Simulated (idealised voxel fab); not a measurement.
Process module heading - voxel wiring stack
The cross-section on display is named cut; it measures 220 nm wide, and its cells are 5 nm squares.
Each cross-section below is a grid of square cells, stated as bands in top-down order, with one or more rows of cells making up each band. The entry gives the band's vertical extent as a top height and a bottom height in nm, then its horizontal make-up as materials from left to right, each with a width in nm. "air" stands for empty space; a single material marked "full width" fills the band edge to edge. Zero point of the height axis is 0; under it, received wafer = one material. Lowest band: continues down indefinitely, "0 and below". Graded width ("30 to 40"): value in top row of band = first number; value in bottom row = second number; row-to-row change constant. No cell of the cross-section changed in a step that is given as "no change". Empty spaces without an open route to the top, at least 8 cells in extent, make up the entry "Sealed cavities"; each is given as width x height at distance, where the distance is measured from the left edge, and all are in nm. Past the settings on a step's line: simulator remark, on that step. A step's line can hold "overlay nm"; with a mask on that step, the setting says how far right of the planned place the mask lay, while a negative setting says it lay to the left.

Intended process steps
step 1: RECEIVE (material Si)
step 2: CONFORMAL_DEP (material SiO2; thk nm 10)
step 3: DIRECTIONAL_DEP (material TiN; thk nm 5)
step 4: DIRECTIONAL_DEP (material Ru; thk nm 20)
step 5: DIRECTIONAL_DEP (material aC; thk nm 10)
step 6: PATTERN (tone cover; mask id METAL_1; material resist; width nm 30; pitch nm 45; thk nm 30; overlay nm 0)
step 7: DIRECTIONAL_ETCH (etch materials aC; depth nm 10)
step 8: STRIP (etch materials resist)
step 9: DIRECTIONAL_ETCH (etch materials Ru; depth nm 20)
step 10: DIRECTIONAL_ETCH (etch materials TiN; depth nm 5)
step 11: STRIP (etch materials aC)
step 12: CONFORMAL_DEP (material SiCN; thk nm 5)
step 13: FILL_DEP (material SiO2; thk nm 5)
step 14: CMP (height nm 35)
step 15: CONFORMAL_DEP (material SiCN; thk nm 5)
step 16: DIRECTIONAL_DEP (material lowk; thk nm 30)
step 17: DIRECTIONAL_DEP (material aC; thk nm 10)
step 18: PATTERN (tone open; mask id METAL_2_HOLES; material resist; width nm 15; thk nm 25; overlay nm 0)
step 19: DIRECTIONAL_ETCH (etch materials aC; depth nm 10)
step 20: STRIP (etch materials resist)
step 21: DIRECTIONAL_ETCH (etch materials lowk; depth nm 30)
step 22: STRIP (etch materials aC)
step 23: MASKED_ETCH (tone open; mask id METAL_2; width nm 30; pitch nm 45; etch materials lowk; depth nm 15; overlay nm 0)
step 24: MASKED_ETCH (tone open; mask id METAL_2; width nm 30; pitch nm 45; etch materials SiCN; depth nm 5; overlay nm 0)
step 25: CONFORMAL_DEP (material TiN; thk nm 5)
step 26: FILL_DEP (material Ru; thk nm 10)
step 27: CMP (height nm 70)
step 28: CONFORMAL_DEP (material SiCN; thk nm 5)
step 29: DIRECTIONAL_DEP (material lowk; thk nm 10)
step 30: PATTERN (tone open; mask id PLUG_2; material resist; width nm 15; thk nm 20; overlay nm 0)
step 31: DIRECTIONAL_ETCH (etch materials lowk; depth nm 10)
step 32: DIRECTIONAL_ETCH (etch materials SiCN; depth nm 5)
step 33: STRIP (etch materials resist)
step 34: CONFORMAL_DEP (material TiN; thk nm 5)
step 35: FILL_DEP (material W; thk nm 5)
step 36: CMP (height nm 85)
step 37: CONFORMAL_DEP (material SiCN; thk nm 5)
step 38: DIRECTIONAL_DEP (material SiO2; thk nm 15)
step 39: PATTERN (tone open; mask id METAL_3; material resist; width nm 30; pitch nm 45; thk nm 15; overlay nm 0)
step 40: DIRECTIONAL_ETCH (etch materials SiO2; depth nm 15)
step 41: DIRECTIONAL_ETCH (etch materials SiCN; depth nm 5)
step 42: STRIP (etch materials resist)
step 43: CONFORMAL_DEP (material TiN; thk nm 5)
step 44: FILL_DEP (material Ru; thk nm 5)
step 45: CMP (height nm 105)
step 46: EPI (material Ru; thk nm 5)
step 47: FILL_DEP (material SiCN; thk nm 5)

Cross-section of the wafer at receipt, which is the condition after step 1
- 0 and below = Si full width
- Sealed cavities: none

Starting structure and process plan are as shown above, but one mistake was made in running the module; the wafer cross-section at the end of the module follows
- 115 down to 110 = SiCN full width
- 110 down to 105 = SiCN: 65 | Ru: 40 | SiCN: 5 | Ru: 40 | SiCN: 70
- 105 down to 90 = SiO2: 70 | TiN: 5 | Ru: 20 | TiN: 5 | SiO2: 15 | TiN: 5 | Ru: 20 | TiN: 5 | SiO2: 75
- 90 down to 85 = SiCN: 70 | TiN: 30 | SiCN: 15 | TiN: 30 | SiCN: 75
- 85 down to 80 = SiCN: 70 | TiN: 15 | SiCN: 135
- 80 down to 70 = lowk full width
- 70 down to 60 = lowk: 70 | TiN: 5 | Ru: 20 | TiN: 5 | lowk: 15 | TiN: 5 | Ru: 20 | TiN: 5 | lowk: 75
- 60 down to 55 = lowk: 70 | TiN: 5 | Ru: 5 | TiN: 20 | lowk: 15 | TiN: 30 | lowk: 75
- 55 down to 40 = lowk: 70 | TiN: 5 | Ru: 5 | TiN: 5 | lowk: 135
- 40 down to 35 = SiCN: 70 | TiN: 15 | SiCN: 135
- 35 down to 15 = SiO2: 65 | SiCN: 5 | Ru: 30 | SiCN: 5 | SiO2: 5 | SiCN: 5 | Ru: 30 | SiCN: 5 | SiO2: 70
- 15 down to 10 = SiCN: 70 | TiN: 30 | SiCN: 15 | TiN: 30 | SiCN: 75
- 10 down to 0 = SiO2 full width
- 0 and below = Si full width
- Sealed cavities: none
What was the processing mistake? steps 28 and 29 got flipped, so each one ran where the other should have
